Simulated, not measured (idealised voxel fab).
process module | voxel fin reveal
cross-section cut | 280 nm wide | cells 5 nm
A cross-section is a grid of square cells, given in bands from the top down. A band is one or more rows of cells.
Each band's line starts with the height of the band's top and of its bottom, in nm. Then come its materials from left to right, each with its width in nm. One material with "throughout" fills the band from edge to edge. "air" is empty space.
Height 0 is the level under which the wafer as received is all one material. The lowest band goes on downwards, as in "0 down".
A width such as "30 to 40" changes by the same amount from each row of cells to the next, from the band's top row to its bottom row.
"no change" after a step means that no cell of the cross-section changed.
closed voids: empty space of 8 cells or more with no open way to the top, each as width x height at its distance from the left edge, in nm
after a step's settings: what the simulator itself notes on the step
overlay nm, on a step with a mask: how far to the right of its planned place the mask lay; to the left if negative
plan
1 op RECEIVE | material Si
2 op CONFORMAL_DEP | material SiN | thk nm 5
3 op MASKED_ETCH | tone cover | mask id FINS | width nm 15 | pitch nm 40 | etch materials SiN | depth nm 5 | overlay nm 0
4 op MASKED_ETCH | tone cover | mask id FINS | width nm 15 | pitch nm 40 | etch materials Si | depth nm 35 | overlay nm 0
5 op OXIDIZE | depth nm 5
6 op FILL_DEP | material SiO2 | thk nm 15
7 op CMP | height nm 5
8 op SELECTIVE_ETCH | etch materials SiO2 | depth nm 30
9 op STRIP | etch materials SiN
first wafer, as planned
as received, after step 1
  0 down: Si throughout
  closed voids: none
after step 2
  5 to 0: SiN throughout
  below 0: unchanged
after step 3
  5 to 0: air 90 | SiN 15 | air 25 | SiN 15 | air 25 | SiN 15 | air 95
  below 0: unchanged
after step 4
  5 to 0: air 90 | SiN 15 | air 25 | SiN 15 | air 25 | SiN 15 | air 95
  0 to -35: air 90 | Si 15 | air 25 | Si 15 | air 25 | Si 15 | air 95
  below -35: unchanged
after step 5
  5 to 0: air 90 | SiN 15 | air 25 | SiN 15 | air 25 | SiN 15 | air 95
  0 to -35: air 90 | SiO2 5 | Si 5 | SiO2 5 | air 25 | SiO2 5 | Si 5 | SiO2 5 | air 25 | SiO2 5 | Si 5 | SiO2 5 | air 95
  -35 to -40: SiO2 95 | Si 5 | SiO2 35 | Si 5 | SiO2 35 | Si 5 | SiO2 100
  below -40: unchanged
after step 6
  20 to 5: SiO2 throughout
  5 to 0: SiO2 90 | SiN 15 | SiO2 25 | SiN 15 | SiO2 25 | SiN 15 | SiO2 95
  0 to -40: SiO2 95 | Si 5 | SiO2 35 | Si 5 | SiO2 35 | Si 5 | SiO2 100
  below -40: unchanged
after step 7
  5 to 0: SiO2 90 | SiN 15 | SiO2 25 | SiN 15 | SiO2 25 | SiN 15 | SiO2 95
  below 0: unchanged
after step 8
  5 to 0: air 90 | SiN 15 | air 25 | SiN 15 | air 25 | SiN 15 | air 95
  0 to -25: air 95 | Si 5 | air 35 | Si 5 | air 35 | Si 5 | air 100
  below -25: unchanged
after step 9
  0 to -25: air 95 | Si 5 | air 35 | Si 5 | air 35 | Si 5 | air 100
  below -25: unchanged
second wafer: like start, like plan, one mistake. Through step 7 it matches the first wafer
when step 8 should have ended
  5 to 0: SiO2 90 | air 15 | SiO2 25 | air 15 | SiO2 25 | air 15 | SiO2 95
  below 0: unchanged
when step 9 should have ended
  0 to -25: air 95 | Si 5 | air 35 | Si 5 | air 35 | Si 5 | air 100
  -25 to -30: SiO2 60 | air 35 | Si 5 | air 35 | Si 5 | air 35 | Si 5 | air 35 | SiO2 65
  below -30: unchanged
what went wrong: steps 8 and 9 were swapped
at the end the second wafer has, in cells: 28 fewer of SiO2
